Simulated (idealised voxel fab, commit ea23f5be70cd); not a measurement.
process module | voxel double patterning
cross-section cut | 265 nm wide | cells 5 nm
A cross-section is a grid of square cells, given in bands from the top down. A band is one or more rows of cells.
Each band's line starts with the height of the band's top and of its bottom, in nm. Then come its materials from left to right, each with its width in nm. One material with "throughout" fills the band from edge to edge. "air" is empty space.
Height 0 is the level under which the wafer as received is all one material. The lowest band goes on downwards, as in "0 down".
A width such as "30 to 40" changes by the same amount from each row of cells to the next, from the band's top row to its bottom row.
"no change" after a step means that no cell of the cross-section changed.
closed voids: empty space of 8 cells or more with no open way to the top, each as width x height at its distance from the left edge, in nm
after a step's settings: what the simulator itself notes on the step
overlay nm, on a step with a mask: how far to the right of its planned place the mask lay; to the left if negative
plan
1 op RECEIVE | material Si
2 op CONFORMAL_DEP | material SiO2 | thk nm 10
3 op DIRECTIONAL_DEP | material W | thk nm 15
4 op DIRECTIONAL_DEP | material SiCN | thk nm 10
5 op MASKED_ETCH | tone open | mask id FIRST | width nm 15 | pitch nm 50 | etch materials SiCN | depth nm 10 | overlay nm 0
6 op PATTERN | tone open | mask id SECOND | material resist | width nm 15 | thk nm 15 | overlay nm 0
7 op DIRECTIONAL_ETCH | etch materials SiCN | depth nm 10
8 op STRIP | etch materials resist
9 op DIRECTIONAL_ETCH | etch materials W | depth nm 15
10 op STRIP | etch materials SiCN
as received, after step 1
  0 down: Si throughout
  closed voids: none
first wafer at the end, as planned
  25 to 10: W 100 | air 15 | W 10 | air 15 | W 10 | air 15 | W 100
  10 to 0: SiO2 throughout
  0 down: Si throughout
  closed voids: none
second wafer at the end: like start, like plan, one mistake
  25 to 10: W 100 | air 15 | W 10 | air 15 | W 10 | air 15 | W 100
  10 to 0: W throughout
  0 down: Si throughout
  closed voids: none
what went wrong: step 2 ran as: op CONFORMAL_DEP | material W | thk nm 10
at the end the second wafer has, in cells: 106 fewer of SiO2 | 106 more of W
